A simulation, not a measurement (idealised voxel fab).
The process module presented herein is designated voxel wiring stack.
For reference, the cross-section in this document is cut, with width 240 nm and square cells of 5 nm.
The cross-sections in this document take the form of a grid made of square cells. They are written out as bands, in order from top to bottom. Each band consists of one or more rows of cells. Heights first: top, then bottom, in nm. Then materials, left to right, each with a width in nm. "edge to edge" on a single material: fills the band edge to edge. "empty": empty space. Ref level 0: as-received wafer is one material below here. Bottom band extends down with no lower bound ("from 0 down"). Quick explanation for "30->40": the width changes in equal steps down the rows of cells, from the first number in the band's top row to the second number in its bottom row. Step note "nothing was modified" = no cross-section cell changed. "Sealed cavities" contains a list of empty spaces, each no smaller than 8 cells and without an open way to the top, written in the form width x height at distance with the distance from the left edge and all three in nm. Read whatever lies past the settings on a step's line as the simulator's own remark about the step. "overlay nm" answers the question of how far to the right of plan the mask lay on a step that has a mask, and when it is negative the answer is to the left.
**Intended process steps**
1: RECEIVE: material Si
2: CONFORMAL_DEP: material SiO2, thk nm 15
3: CONFORMAL_DEP: material SiN, thk nm 5
4: DIRECTIONAL_DEP: material lowk, thk nm 20
5: MASKED_ETCH: tone open, mask id METAL_1, width nm 30, pitch nm 50, etch materials lowk, depth nm 20, overlay nm 0
6: MASKED_ETCH: tone open, mask id METAL_1, width nm 30, pitch nm 50, etch materials SiN, depth nm 5, overlay nm 0
7: CONFORMAL_DEP: material TiN, thk nm 5
8: FILL_DEP: material Cu, thk nm 5
9: CMP: height nm 40
10: CONFORMAL_DEP: material SiCN, thk nm 5
11: DIRECTIONAL_DEP: material SiO2, thk nm 35
12: DIRECTIONAL_DEP: material aC, thk nm 15
13: PATTERN: tone open, mask id METAL_2, material resist, width nm 30, pitch nm 50, thk nm 35, overlay nm 0
14: DIRECTIONAL_ETCH: etch materials aC, depth nm 15
15: STRIP: etch materials resist
16: DIRECTIONAL_ETCH: etch materials SiO2, depth nm 20
17: STRIP: etch materials aC
18: MASKED_ETCH: tone open, mask id METAL_2_HOLES, width nm 15, pitch nm 50, etch materials SiO2, depth nm 15, overlay nm 0
19: MASKED_ETCH: tone open, mask id METAL_2_HOLES, width nm 15, pitch nm 50, etch materials SiCN, depth nm 5, overlay nm 0
20: CONFORMAL_DEP: material TiN, thk nm 5
21: FILL_DEP: material Cu, thk nm 10
22: CMP: height nm 80
23: CONFORMAL_DEP: material SiCN, thk nm 5
24: DIRECTIONAL_DEP: material SiO2, thk nm 30
25: DIRECTIONAL_DEP: material aC, thk nm 15
26: PATTERN: tone open, mask id METAL_3_HOLES, material resist, width nm 15, thk nm 30, overlay nm 0
27: DIRECTIONAL_ETCH: etch materials aC, depth nm 15
28: STRIP: etch materials resist
29: DIRECTIONAL_ETCH: etch materials SiO2, depth nm 30
30: STRIP: etch materials aC
31: DIRECTIONAL_DEP: material aC, thk nm 10
32: PATTERN: tone open, mask id METAL_3, material resist, width nm 30, pitch nm 50, thk nm 25, overlay nm 0
33: DIRECTIONAL_ETCH: etch materials aC, depth nm 10
34: STRIP: etch materials resist
35: DIRECTIONAL_ETCH: etch materials SiO2, depth nm 15
36: DIRECTIONAL_ETCH: etch materials SiCN, depth nm 5
37: STRIP: etch materials aC
38: CONFORMAL_DEP: material TiN, thk nm 5
39: FILL_DEP: material Cu, thk nm 10
40: CMP: height nm 115
41: CONFORMAL_DEP: material SiCN, thk nm 5
The plan shows the width nm of step 18 as the first wafer had it; this setting differs between the wafers, which start out alike.
**Sectional view: first of several wafers, as received, after step 1**
    from 0 down: Si edge to edge
    Sealed cavities: none
**First wafer of several, cross-section, module end, after step 41 (last)**
    from 120 to 115: SiCN edge to edge
    from 115 to 105: 80 nm SiO2; 5 nm TiN; 20 nm Cu; 5 nm TiN; 20 nm SiO2; 5 nm TiN; 20 nm Cu; 5 nm TiN; 80 nm SiO2
    from 105 to 100: 80 nm SiO2; 5 nm TiN; 5 nm Cu; 20 nm TiN; 20 nm SiO2; 30 nm TiN; 80 nm SiO2
    from 100 to 85: 80 nm SiO2; 5 nm TiN; 5 nm Cu; 5 nm TiN; 145 nm SiO2
    from 85 to 80: 80 nm SiCN; 15 nm TiN; 145 nm SiCN
    from 80 to 65: 80 nm SiO2; 5 nm TiN; 20 nm Cu; 5 nm TiN; 20 nm SiO2; 5 nm TiN; 20 nm Cu; 5 nm TiN; 80 nm SiO2
    from 65 to 60: 80 nm SiO2; 5 nm TiN; 5 nm Cu; 20 nm TiN; 20 nm SiO2; 5 nm TiN; 5 nm Cu; 20 nm TiN; 80 nm SiO2
    from 60 to 45: 80 nm SiO2; 5 nm TiN; 5 nm Cu; 5 nm TiN; 35 nm SiO2; 5 nm TiN; 5 nm Cu; 5 nm TiN; 95 nm SiO2
    from 45 to 40: 80 nm SiCN; 15 nm TiN; 35 nm SiCN; 15 nm TiN; 95 nm SiCN
    from 40 to 20: 80 nm lowk; 5 nm TiN; 20 nm Cu; 5 nm TiN; 20 nm lowk; 5 nm TiN; 20 nm Cu; 5 nm TiN; 80 nm lowk
    from 20 to 15: 80 nm SiN; 30 nm TiN; 20 nm SiN; 30 nm TiN; 80 nm SiN
    from 15 to 0: SiO2 edge to edge
    from 0 down: Si edge to edge
    Sealed cavities: none
**Final wafer of several, shown in cross-section at the end of the module**
    from 120 to 115: SiCN edge to edge
    from 115 to 105: 80 nm SiO2; 5 nm TiN; 20 nm Cu; 5 nm TiN; 20 nm SiO2; 5 nm TiN; 20 nm Cu; 5 nm TiN; 80 nm SiO2
    from 105 to 100: 80 nm SiO2; 5 nm TiN; 5 nm Cu; 20 nm TiN; 20 nm SiO2; 30 nm TiN; 80 nm SiO2
    from 100 to 85: 80 nm SiO2; 5 nm TiN; 5 nm Cu; 5 nm TiN; 145 nm SiO2
    from 85 to 80: 80 nm SiCN; 15 nm TiN; 145 nm SiCN
    from 80 to 70: 75 nm SiO2; 5 nm TiN; 25 nm Cu; 5 nm TiN; 15 nm SiO2; 5 nm TiN; 25 nm Cu; 5 nm TiN; 80 nm SiO2
    from 70 to 60: 75->80 nm SiO2; 10->5 nm TiN; 20->15 nm Cu; 5->10 nm TiN; 15->20 nm SiO2; 10->5 nm TiN; 20->15 nm Cu; 5->10 nm TiN; 80 nm SiO2
    from 60 to 50: 80 nm SiO2; 5 nm TiN; 15 nm Cu; 5 nm TiN; 25 nm SiO2; 5 nm TiN; 15 nm Cu; 5 nm TiN; 85 nm SiO2
    from 50 to 45: 80 nm SiO2; 5 nm TiN; 5 nm Cu; 15 nm TiN; 25 nm SiO2; 5 nm TiN; 5 nm Cu; 15 nm TiN; 85 nm SiO2
    from 45 to 40: 80 nm SiCN; 15 nm TiN; 35 nm SiCN; 15 nm TiN; 95 nm SiCN
    from 40 to 20: 80 nm lowk; 5 nm TiN; 20 nm Cu; 5 nm TiN; 20 nm lowk; 5 nm TiN; 20 nm Cu; 5 nm TiN; 80 nm lowk
    from 20 to 15: 80 nm SiN; 30 nm TiN; 20 nm SiN; 30 nm TiN; 80 nm SiN
    from 15 to 0: SiO2 edge to edge
    from 0 down: Si edge to edge
    Sealed cavities: none
**Below: a row per wafer. Contents at end of module: for every material, cells gained since receipt (+) or lost since receipt (-); then closed voids**
width nm 15 | +84 Cu | +135 SiCN | +36 SiN | +657 SiO2 | +96 TiN | +144 lowk | Sealed cavities: none
width nm 20 | +90 Cu | +135 SiCN | +36 SiN | +651 SiO2 | +96 TiN | +144 lowk | Sealed cavities: none
width nm 25 | +94 Cu | +135 SiCN | +36 SiN | +645 SiO2 | +98 TiN | +144 lowk | Sealed cavities: none
width nm 30 | +100 Cu | +135 SiCN | +36 SiN | +639 SiO2 | +98 TiN | +144 lowk | Sealed cavities: none
